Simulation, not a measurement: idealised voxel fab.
This section sets out a process module, namely voxel self aligned vias.
In the cross-section labelled cut, the width is 265 nm and each square cell is 5 nm.
A cross-section is written here as square cells arranged in a grid, and it is given in bands from the top down, each band taking up one or more rows of cells. Read a band's entry like this: the first values are the height of its top and the height of its bottom in nm, and what follows is the sequence of materials from left to right, each with its width in nm. Note that "empty" is empty space, and that a single material marked "full width" reaches across the band from edge to edge. Note: height 0 marks the level under which the wafer is uniformly one material as received. Lowest band unbounded below, written "0 -> down". Width: "30..40" (first number = top row, second number = bottom row, same change from row to row of cells). "nothing was modified" for a step: no cell of the cross-section changed in that step. "Closed-off voids" - sealed voids, min. 8 cells, no opening to top; format: width x height at distance (distance from left edge; nm throughout). Read whatever lies past the settings on a step's line as the simulator's own remark about the step. You can add "overlay nm" to a step's line. For a step with a mask, it describes how far the mask lay to the right of its planned position, and a negative number describes a lay to the left.
Plan:
1. RECEIVE, material Si
2. CONFORMAL_DEP, material SiO2, thk nm 15
3. CONFORMAL_DEP, material SiCN, thk nm 5
4. DIRECTIONAL_DEP, material SiO2, thk nm 30
5. MASKED_ETCH, tone open, mask id LINES, width nm 25, pitch nm 60, etch materials SiO2, depth nm 30, overlay nm 0
6. CONFORMAL_DEP, material TiN, thk nm 5
7. FILL_DEP, material W, thk nm 5
8. CMP, height nm 50
9. SELECTIVE_ETCH, etch materials W Ru TiN, depth nm 10
10. FILL_DEP, material SiN, thk nm 10
11. CMP, height nm 50
12. DIRECTIONAL_DEP, material SiO2, thk nm 15
13. MASKED_ETCH, tone open, mask id VIAS, width nm 45, pitch nm 60, etch materials SiO2, depth nm 15, overlay nm 0
14. MASKED_ETCH, tone open, mask id VIAS, width nm 45, pitch nm 60, etch materials SiN, depth nm 10, overlay nm 0
15. CONFORMAL_DEP, material TiN, thk nm 5
16. FILL_DEP, material Ru, thk nm 5
17. CMP, height nm 65
18. CONFORMAL_DEP, material SiCN, thk nm 5
Cross-section: wafer on arrival = after step 1:
> 0 -> down: Si full width
> Closed-off voids: none
Final wafer profile in cross-section after the module, from the same start and plan as above, with one mistake made during processing:
> 70 -> 65: SiCN full width
> 65 -> 50: SiO2: 50 | TiN: 10 | SiO2: 25 | TiN: 10 | SiO2: 15 | TiN: 10 | SiO2: 25 | TiN: 10 | SiO2: 15 | TiN: 10 | SiO2: 25 | TiN: 10 | SiO2: 50
> 50 -> 40: SiO2: 60 | SiN: 25 | SiO2: 35 | SiN: 25 | SiO2: 35 | SiN: 25 | SiO2: 60
> 40 -> 25: SiO2: 60 | TiN: 5 | W: 15 | TiN: 5 | SiO2: 35 | TiN: 5 | W: 15 | TiN: 5 | SiO2: 35 | TiN: 5 | W: 15 | TiN: 5 | SiO2: 60
> 25 -> 20: SiO2: 60 | TiN: 25 | SiO2: 35 | TiN: 25 | SiO2: 35 | TiN: 25 | SiO2: 60
> 20 -> 15: SiCN full width
> 15 -> 0: SiO2 full width
> 0 -> down: Si full width
> Closed-off voids: none
Which mistake was made when the wafer was run? it was found that steps 12 and 13 of the process plan had been performed in exchanged positions
